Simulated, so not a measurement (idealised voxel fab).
The process module that follows is named voxel self aligned vias.
Each square cell in cross-section cut measures 5 nm, and the section as a whole is 155 nm wide.
Cross-section spec: square-cell grid; bands listed top down; each band is one or more rows.
Top, bottom (nm), then materials left to right with widths (nm); lone material tagged "full width" fills the whole band edge to edge; "blank" = empty space.
Heights are measured from 0, the level below which the as-received wafer is all one material; the lowest band has no bottom and continues downward, written as in "from 0 down".
Graded width ("30..40"): value in top row of band = first number; value in bottom row = second number; row-to-row change constant.
Key: "nothing got changed" - step with no changed cell in the cross-section.
Under "Enclosed voids" you'll find the enclosed gaps, the ones with no way out to the top, that are 8 cells or bigger; each reads width x height at distance, with distance counted from the left edge, everything in nm.
Note: text after step settings on the step line = simulator remark on that step.
overlay nm: how far to the right of its planned place the mask lay on this masked step (negative: to the left).

**plan**
1 RECEIVE | material Si
2 CONFORMAL_DEP | material SiO2 | thk nm 10
3 CONFORMAL_DEP | material SiCN | thk nm 5
4 DIRECTIONAL_DEP | material SiO2 | thk nm 20
5 DIRECTIONAL_DEP | material aC | thk nm 15
6 PATTERN | tone open | mask id LINES | material resist | width nm 25 | pitch nm 60 | thk nm 35 | overlay nm 0
7 DIRECTIONAL_ETCH | etch materials aC | depth nm 15
8 STRIP | etch materials resist
9 DIRECTIONAL_ETCH | etch materials SiO2 | depth nm 20
10 STRIP | etch materials aC
11 CONFORMAL_DEP | material TiN | thk nm 5
12 FILL_DEP | material W | thk nm 10
13 CMP | height nm 35
14 SELECTIVE_ETCH | etch materials W Ru TiN | depth nm 10
15 FILL_DEP | material SiN | thk nm 10
16 CMP | height nm 35
17 DIRECTIONAL_DEP | material SiO2 | thk nm 15
18 PATTERN | tone open | mask id VIAS | material resist | width nm 35 | pitch nm 60 | thk nm 15 | overlay nm 0
19 DIRECTIONAL_ETCH | etch materials SiO2 | depth nm 15
20 DIRECTIONAL_ETCH | etch materials SiN | depth nm 10
21 STRIP | etch materials resist
22 CONFORMAL_DEP | material TiN | thk nm 5
23 FILL_DEP | material W | thk nm 5
24 CMP | height nm 50
25 CONFORMAL_DEP | material SiCN | thk nm 5

**Cross-section of the incoming wafer, state after step 1**
  from 0 down | Si full width
  Enclosed voids: none

**Cross-section at module end, one run error; start and plan unchanged from above**
  from 55 to 50 | SiCN full width
  from 50 to 40 | 30 nm SiO2  5 nm TiN  25 nm W  5 nm TiN  25 nm SiO2  5 nm TiN  25 nm W  5 nm TiN  30 nm SiO2
  from 40 to 30 | 30..35 nm SiO2  10..5 nm TiN  15 nm W  10..5 nm TiN  25..35 nm SiO2  10..5 nm TiN  15 nm W  10..5 nm TiN  30..35 nm SiO2
  from 30 to 25 | 35 nm SiO2  25 nm TiN  35 nm SiO2  25 nm TiN  35 nm SiO2
  from 25 to 20 | 35 nm SiO2  5 nm TiN  15 nm W  5 nm TiN  35 nm SiO2  5 nm TiN  15 nm W  5 nm TiN  35 nm SiO2
  from 20 to 15 | 35 nm SiO2  25 nm TiN  35 nm SiO2  25 nm TiN  35 nm SiO2
  from 15 to 10 | SiCN full width
  from 10 to 0 | Ru full width
  from 0 down | Si full width
  Enclosed voids: none
Where did the run depart from the plan? step 2 was not run as planned; what actually ran was CONFORMAL_DEP | material Ru | thk nm 10
